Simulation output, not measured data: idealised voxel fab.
This is a process module. Its name is voxel wiring stack.
Square cells of 5 nm make up the cross-section cut, whose width is 245 nm.
Cross-section spec: square-cell grid; bands listed top down; each band is one or more rows.
Look at the band entry: it leads with the top's height and the bottom's height in nm. Then it lists the materials left to right, with a width in nm for each. The word "edge to edge" on a single material says that material fills the band edge to edge. The word "empty" is empty space.
Note: height 0 marks the level under which the wafer is uniformly one material as received. Lowest band unbounded below, written "0 nm and below".
The notation "30->40" denotes a width that varies across the rows of cells in the band, beginning at the first number in the top row, finishing at the second number in the bottom row, and changing by an identical amount from each row to the next.
No cell of the cross-section changed in a step that is given as "nothing different".
Under "Encapsulated voids" you'll find the enclosed gaps, the ones with no way out to the top, that are 8 cells or bigger; each reads width x height at distance, with distance counted from the left edge, everything in nm.
Post-settings text on a step line: simulator's own remark regarding the step.
overlay nm: mask right of planned place by this much (step with mask). Neg. = left.
**Set out below are the planned steps of the process**
step 1: op RECEIVE | material Si
step 2: op CONFORMAL_DEP | material SiO2 | thk nm 15
step 3: op DIRECTIONAL_DEP | material TiN | thk nm 5
step 4: op DIRECTIONAL_DEP | material W | thk nm 25
step 5: op MASKED_ETCH | tone cover | mask id METAL_1 | width nm 25 | pitch nm 50 | etch materials W | depth nm 25 | overlay nm 0
step 6: op MASKED_ETCH | tone cover | mask id METAL_1 | width nm 25 | pitch nm 50 | etch materials TiN | depth nm 5 | overlay nm 0
step 7: op CONFORMAL_DEP | material SiN | thk nm 5
step 8: op FILL_DEP | material SiO2 | thk nm 5
step 9: op CMP | height nm 45
step 10: op CONFORMAL_DEP | material SiCN | thk nm 5
step 11: op DIRECTIONAL_DEP | material lowk | thk nm 15
step 12: op DIRECTIONAL_DEP | material aC | thk nm 15
step 13: op PATTERN | tone open | mask id PLUG_1 | material resist | width nm 15 | thk nm 35 | overlay nm 0
step 14: op DIRECTIONAL_ETCH | etch materials aC | depth nm 15
step 15: op STRIP | etch materials resist
step 16: op DIRECTIONAL_ETCH | etch materials lowk | depth nm 15
step 17: op DIRECTIONAL_ETCH | etch materials SiCN | depth nm 5
step 18: op STRIP | etch materials aC
step 19: op EPI | material Ru | thk nm 10
step 20: op EPI | material Ru | thk nm 10
step 21: op DIRECTIONAL_DEP | material TiN | thk nm 5
step 22: op DIRECTIONAL_DEP | material W | thk nm 20
step 23: op PATTERN | tone cover | mask id METAL_2 | material resist | width nm 25 | pitch nm 50 | thk nm 15 | overlay nm 0
step 24: op DIRECTIONAL_ETCH | etch materials W | depth nm 20
step 25: op DIRECTIONAL_ETCH | etch materials TiN | depth nm 5
step 26: op STRIP | etch materials resist
step 27: op CONFORMAL_DEP | material SiCN | thk nm 5
step 28: op FILL_DEP | material SiO2 | thk nm 5
step 29: op CMP | height nm 90
step 30: op CONFORMAL_DEP | material SiCN | thk nm 5
step 31: op DIRECTIONAL_DEP | material lowk | thk nm 30
step 32: op MASKED_ETCH | tone open | mask id METAL_3 | width nm 25 | pitch nm 50 | etch materials lowk | depth nm 15 | overlay nm 0
step 33: op PATTERN | tone open | mask id METAL_3_HOLES | material resist | width nm 15 | thk nm 15 | overlay nm 0
step 34: op DIRECTIONAL_ETCH | etch materials lowk | depth nm 15
step 35: op DIRECTIONAL_ETCH | etch materials SiCN | depth nm 5
step 36: op STRIP | etch materials resist
step 37: op CONFORMAL_DEP | material TiN | thk nm 5
step 38: op FILL_DEP | material Cu | thk nm 10
step 39: op CMP | height nm 125
step 40: op CONFORMAL_DEP | material SiCN | thk nm 5
**Cross-section, incoming material, after step 1**
  0 nm and below  Si edge to edge
  Encapsulated voids: none
**Wafer cross-section at module end: first of two, run to plan**
  130 nm to 125 nm  SiCN edge to edge
  125 nm to 115 nm  lowk 85  TiN 5  Cu 15  TiN 5  lowk 25  TiN 5  Cu 15  TiN 5  lowk 85
  115 nm to 110 nm  lowk 85  TiN 5  Cu 5  TiN 15  lowk 25  TiN 25  lowk 85
  110 nm to 95 nm  lowk 85  TiN 5  Cu 5  TiN 5  lowk 145
  95 nm to 90 nm  SiCN 85  TiN 15  SiCN 145
  90 nm to 70 nm  SiO2 80  SiCN 5  W 25  SiCN 5  SiO2 15  SiCN 5  W 25  SiCN 5  SiO2 80
  70 nm to 65 nm  SiCN 85  TiN 25  SiCN 25  TiN 25  SiCN 85
  65 nm to 50 nm  lowk 85  Ru 15  lowk 145
  50 nm to 45 nm  SiCN 85  Ru 15  SiCN 145
  45 nm to 20 nm  SiO2 80  SiN 5  W 25  SiN 5  SiO2 15  SiN 5  W 25  SiN 5  SiO2 80
  20 nm to 15 nm  SiN 85  TiN 25  SiN 25  TiN 25  SiN 85
  15 nm to 0 nm  SiO2 edge to edge
  0 nm and below  Si edge to edge
  Encapsulated voids: none
**This is the second of the two wafers, cross-sectioned at the end of the module; it started exactly like the first and was given the same plan, but it was run with one mistake**
  130 nm to 125 nm  SiCN edge to edge
  125 nm to 115 nm  Cu 95  TiN 5  lowk 10  TiN 5  Cu 15  TiN 5  lowk 25  TiN 5  Cu 80
  115 nm to 110 nm  TiN 100  lowk 10  TiN 25  lowk 25  TiN 85
  110 nm to 95 nm  lowk edge to edge
  95 nm to 90 nm  SiCN edge to edge
  90 nm to 70 nm  SiO2 80  SiCN 5  W 25  SiCN 5  SiO2 15  SiCN 5  W 25  SiCN 5  SiO2 80
  70 nm to 65 nm  SiCN 85  TiN 25  SiCN 25  TiN 25  SiCN 85
  65 nm to 50 nm  lowk 85  Ru 15  lowk 145
  50 nm to 45 nm  SiCN 85  Ru 15  SiCN 145
  45 nm to 20 nm  SiO2 80  SiN 5  W 25  SiN 5  SiO2 15  SiN 5  W 25  SiN 5  SiO2 80
  20 nm to 15 nm  SiN 85  TiN 25  SiN 25  TiN 25  SiN 85
  15 nm to 0 nm  SiO2 edge to edge
  0 nm and below  Si edge to edge
  Encapsulated voids: none
Plan not followed: step 32 was not run as planned; what actually ran was op MASKED_ETCH | tone cover | mask id METAL_3 | width nm 25 | pitch nm 50 | etch materials lowk | depth nm 15 | overlay nm 0
In the final state, the cell counts of the second wafer exceed or fall short of those of the first for the following materials: Cu: 60 more | SiCN: 3 more | TiN: 24 more | lowk: 87 fewer
